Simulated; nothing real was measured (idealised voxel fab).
voxel capacitor over wiring: a process module
Square cell edge 5 nm, section width 190 nm, ID cut.
Format of a cross-section: grid, square cells. Given as bands. Order: top down. Band: one or more rows of cells. A band entry consists of two parts. The first gives the height of the band's top and the height of its bottom, in nm. The rest lists the band's materials from left to right, each with its width in nm. A single material labelled with the word "full width" fills the band from edge to edge, and the word "blank" marks empty space. Height datum 0, below which the as-received substrate wafer is one material. Lowest band open at the bottom, running downward: "0 down". A two-number width, for instance "30->40", indicates that the width is equal to the first number in the top row of the band and to the second number in the bottom row, and that it changes by a constant amount per row of cells. "no alteration" after a step means that no cell of the cross-section changed. You'll see "Cavities, sealed" listing empty spaces that have no way open to the top, as long as they're 8 cells or more; the notation is width x height at distance, where the distance is from the left edge, and all of it is in nm. Formally, on a step line, whatever follows the settings is a remark that the simulator itself makes on the step. Each step line may optionally specify "overlay nm", which for a step with a mask gives the rightward distance between the mask's planned place and where it lay, a negative value indicating the leftward direction.
### Below is the list of planned process steps
1,op RECEIVE | material Si
2,op CONFORMAL_DEP | material SiO2 | thk nm 15
3,op CONFORMAL_DEP | material SiCN | thk nm 5
4,op DIRECTIONAL_DEP | material lowk | thk nm 25
5,op PATTERN | tone open | mask id METAL_1 | material resist | width nm 25 | pitch nm 75 | thk nm 20 | overlay nm 0
6,op DIRECTIONAL_ETCH | etch materials lowk | depth nm 25
7,op DIRECTIONAL_ETCH | etch materials SiCN | depth nm 5
8,op STRIP | etch materials resist
9,op CONFORMAL_DEP | material TiN | thk nm 5
10,op FILL_DEP | material Ru | thk nm 10
11,op CMP | height nm 45
12,op CONFORMAL_DEP | material SiCN | thk nm 5
13,op DIRECTIONAL_DEP | material lowk | thk nm 15
14,op PATTERN | tone open | mask id PLUG_1 | material resist | width nm 15 | thk nm 15 | overlay nm 0
15,op DIRECTIONAL_ETCH | etch materials lowk | depth nm 15
16,op DIRECTIONAL_ETCH | etch materials SiCN | depth nm 5
17,op STRIP | etch materials resist
18,op EPI | material Ru | thk nm 10
19,op EPI | material Ru | thk nm 10
20,op DIRECTIONAL_DEP | material TiN | thk nm 10
21,op DIRECTIONAL_DEP | material Al2O3 | thk nm 5
22,op DIRECTIONAL_DEP | material TiN | thk nm 10
23,op PATTERN | tone cover | mask id UPPER_PLATE | material resist | width nm 55 | thk nm 20 | overlay nm 0
24,op DIRECTIONAL_ETCH | etch materials TiN | depth nm 10
25,op DIRECTIONAL_ETCH | etch materials Al2O3 | depth nm 5
26,op STRIP | etch materials resist
27,op MASKED_ETCH | tone cover | mask id LOWER_PLATE | width nm 55 | etch materials TiN | depth nm 10 | overlay nm 0
28,op FILL_DEP | material SiO2 | thk nm 15
29,op CMP | height nm 100
30,op MASKED_ETCH | tone open | mask id PLUG_2 | width nm 15 | etch materials SiO2 | depth nm 10 | overlay nm 0
31,op CONFORMAL_DEP | material TiN | thk nm 5
32,op FILL_DEP | material W | thk nm 5
33,op CMP | height nm 100
34,op CONFORMAL_DEP | material SiN | thk nm 5
Be aware that, although all wafers share a common starting state, the width nm at step 27 differs among them, and the plan displays the first wafer's value.
### So this is the first of several wafers, cross-sectioned as it came to us, meaning it's at the end of step 1
- 0 down  Si full width
- Cavities, sealed: none
### Quick key for the table: a row per wafer, taken at the end of the module. For each material it tells you how many cells the wafer gained (+) or lost (-) since it came in, and the closed voids come after
width nm 55, +11 Al2O3, +42 Ru, +63 SiCN, +38 SiN, +319 SiO2, +79 TiN, +1 W, +245 lowk, Cavities, sealed: none
width nm 60, +11 Al2O3, +42 Ru, +63 SiCN, +38 SiN, +317 SiO2, +81 TiN, +1 W, +245 lowk, Cavities, sealed: none
width nm 65, +11 Al2O3, +42 Ru, +63 SiCN, +38 SiN, +315 SiO2, +83 TiN, +1 W, +245 lowk, Cavities, sealed: none
width nm 70, +11 Al2O3, +42 Ru, +63 SiCN, +38 SiN, +313 SiO2, +85 TiN, +1 W, +245 lowk, Cavities, sealed: none
width nm 75, +11 Al2O3, +42 Ru, +63 SiCN, +38 SiN, +311 SiO2, +87 TiN, +1 W, +245 lowk, Cavities, sealed: none
width nm 80, +11 Al2O3, +42 Ru, +63 SiCN, +38 SiN, +309 SiO2, +89 TiN, +1 W, +245 lowk, Cavities, sealed: none
